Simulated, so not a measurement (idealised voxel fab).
The document below concerns the process module designated voxel capacitor over wiring.
Each square cell in cross-section cut measures 5 nm, and the section as a whole is 275 nm wide.
Cross-sections here: square-cell grids, written as top-down lists of bands, a band being one or more rows of cells. The band entry comprises the height of the band's top followed by the height of its bottom, expressed in nm, and subsequently the band's materials from left to right, each stated together with its width in nm. Where a single material is marked with the word "everywhere", that material fills the band from edge to edge. The word "air" represents empty space. For the purposes of this specification, 0 denotes the height below which the wafer in its as-received condition is composed wholly of one material, and the lowermost band, lacking a lower limit, extends downward without end, as expressed in "top 0, no bottom". Note: "30..40" means the width goes from the first number (top row of the band) to the second number (bottom row) in equal steps per row of cells. The cross-section has no changed cell in any step marked "same as before". The entry titled "Unvented voids" provides the empty spaces that have no open way to the top, restricted to those of 8 cells or more. Each is presented as width x height at distance, the distance being measured from the left edge, with all three in nm. Heads up: the bit after the settings on a step's line is the simulator's remark on that step. overlay nm: how far to the right of its planned place the mask lay on this masked step (negative: to the left).
Process steps - plan:
1,RECEIVE: material Si
2,CONFORMAL_DEP: material SiO2, thk nm 15
3,DIRECTIONAL_DEP: material TiN, thk nm 5
4,DIRECTIONAL_DEP: material W, thk nm 20
5,MASKED_ETCH: tone cover, mask id METAL_1, width nm 30, pitch nm 90, etch materials W, depth nm 20, overlay nm 0
6,MASKED_ETCH: tone cover, mask id METAL_1, width nm 30, pitch nm 90, etch materials TiN, depth nm 5, overlay nm 0
7,CONFORMAL_DEP: material SiN, thk nm 5
8,FILL_DEP: material lowk, thk nm 10
9,CMP: height nm 40
10,CONFORMAL_DEP: material SiCN, thk nm 5
11,DIRECTIONAL_DEP: material lowk, thk nm 15
12,MASKED_ETCH: tone open, mask id PLUG_1, width nm 15, etch materials lowk, depth nm 15, overlay nm 0
13,MASKED_ETCH: tone open, mask id PLUG_1, width nm 15, etch materials SiCN, depth nm 5, overlay nm 0
14,EPI: material Ru, thk nm 10
15,EPI: material Ru, thk nm 10
16,DIRECTIONAL_DEP: material TiN, thk nm 10
17,DIRECTIONAL_DEP: material HfO2, thk nm 5
18,DIRECTIONAL_DEP: material TiN, thk nm 10
19,MASKED_ETCH: tone cover, mask id UPPER_PLATE, width nm 65, etch materials TiN, depth nm 10, overlay nm 0
20,MASKED_ETCH: tone cover, mask id UPPER_PLATE, width nm 65, etch materials HfO2, depth nm 5, overlay nm 0
21,PATTERN: tone cover, mask id LOWER_PLATE, material resist, width nm 75, thk nm 20, overlay nm 0
22,DIRECTIONAL_ETCH: etch materials TiN, depth nm 10
23,STRIP: etch materials resist
24,FILL_DEP: material SiO2, thk nm 15
25,CMP: height nm 95
26,DIRECTIONAL_DEP: material aC, thk nm 10
27,PATTERN: tone open, mask id PLUG_2, material resist, width nm 15, thk nm 30, overlay nm 0
28,DIRECTIONAL_ETCH: etch materials aC, depth nm 10
29,STRIP: etch materials resist
30,DIRECTIONAL_ETCH: etch materials SiO2, depth nm 10
31,STRIP: etch materials aC
32,CONFORMAL_DEP: material TiN, thk nm 5
33,FILL_DEP: material Ru, thk nm 5
34,CMP: height nm 95
35,CONFORMAL_DEP: material SiN, thk nm 5
Wafer at receipt (post step 1), cross-section:
top 0, no bottom: Si everywhere
Unvented voids: none
Starting structure and process plan are as shown above, but one mistake was made in running the module; the wafer cross-section at the end of the module follows:
top 100, bottom 95: SiN everywhere
top 95, bottom 90: 100 nm SiO2 / 5 nm TiN / 5 nm Ru / 5 nm TiN / 160 nm SiO2
top 90, bottom 80: 100..105 nm SiO2 / 15..50 nm TiN / 160..120 nm SiO2
top 80, bottom 75: 90 nm SiO2 / 65 nm TiN / 120 nm SiO2
top 75, bottom 70: 90 nm SiO2 / 15 nm TiN / 50 nm HfO2 / 120 nm SiO2
top 70, bottom 65: 85 nm SiO2 / 5 nm TiN / 15 nm HfO2 / 55 nm TiN / 115 nm SiO2
top 65, bottom 60: 85 nm SiO2 / 75 nm TiN / 115 nm SiO2
top 60, bottom 55: 90 nm SiCN / 15 nm TiN / 170 nm SiCN
top 55, bottom 40: lowk everywhere
top 40, bottom 20: 70 nm lowk / 5 nm SiN / 30 nm W / 5 nm SiN / 50 nm lowk / 5 nm SiN / 30 nm W / 5 nm SiN / 75 nm lowk
top 20, bottom 15: 75 nm SiN / 30 nm TiN / 60 nm SiN / 30 nm TiN / 80 nm SiN
top 15, bottom 0: SiO2 everywhere
top 0, no bottom: Si everywhere
Unvented voids: none
Finding, execution versus plan: step 11 occupied the plan position of step 10, and the converse holds as well
